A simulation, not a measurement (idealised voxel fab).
process module | voxel ribs on slabs
cross-section cut | 270 nm wide | cells 5 nm
A cross-section is a grid of square cells, given in bands from the top down. A band is one or more rows of cells.
Each band's line starts with the height of the band's top and of its bottom, in nm. Then come its materials from left to right, each with its width in nm. One material with "throughout" fills the band from edge to edge. "air" is empty space.
Height 0 is the level under which the wafer as received is all one material. The lowest band goes on downwards, as in "0 down".
A width such as "30 to 40" changes by the same amount from each row of cells to the next, from the band's top row to its bottom row.
"no change" after a step means that no cell of the cross-section changed.
closed voids: empty space of 8 cells or more with no open way to the top, each as width x height at its distance from the left edge, in nm
after a step's settings: what the simulator itself notes on the step
overlay nm, on a step with a mask: how far to the right of its planned place the mask lay; to the left if negative
plan
1 op RECEIVE | material Si
2 op DIRECTIONAL_DEP | material SiO2 | thk nm 30
3 op DIRECTIONAL_DEP | material SiN | thk nm 20
4 op DIRECTIONAL_DEP | material aC | thk nm 10
5 op PATTERN | tone cover | mask id RIB | material resist | width nm 15 | thk nm 30 | overlay nm -15
6 op DIRECTIONAL_ETCH | etch materials aC | depth nm 10
7 op STRIP | etch materials resist
8 op DIRECTIONAL_ETCH | etch materials SiN | depth nm 15
9 op STRIP | etch materials aC
10 op MASKED_ETCH | tone cover | mask id SLAB | width nm 75 | etch materials SiN | depth nm 5 | overlay nm 0
11 op FILL_DEP | material SiO2 | thk nm 25
12 op CMP | height nm 70
13 op DIRECTIONAL_DEP | material W | thk nm 5
14 op MASKED_ETCH | tone cover | mask id HEATER | width nm 25 | etch materials W | depth nm 5 | overlay nm 0
15 op CONFORMAL_DEP | material SiO2 | thk nm 5
varied across the wafers: overlay nm of step 5. The plan shows the first wafer's value. All wafers start alike
first wafer as received, after step 1
  0 down: Si throughout
  closed voids: none
each wafer at the end: cells of each material gained (+) or lost (-) since it was received, then its closed voids
overlay nm -15 | +24 SiN | +788 SiO2 | +5 W | closed voids: none
overlay nm -10 | +24 SiN | +788 SiO2 | +5 W | closed voids: none
overlay nm -5 | +24 SiN | +788 SiO2 | +5 W | closed voids: none
overlay nm 0 | +24 SiN | +788 SiO2 | +5 W | closed voids: none
overlay nm 5 | +24 SiN | +788 SiO2 | +5 W | closed voids: none
overlay nm 10 | +24 SiN | +788 SiO2 | +5 W | closed voids: none
overlay nm 15 | +24 SiN | +788 SiO2 | +5 W | closed voids: none
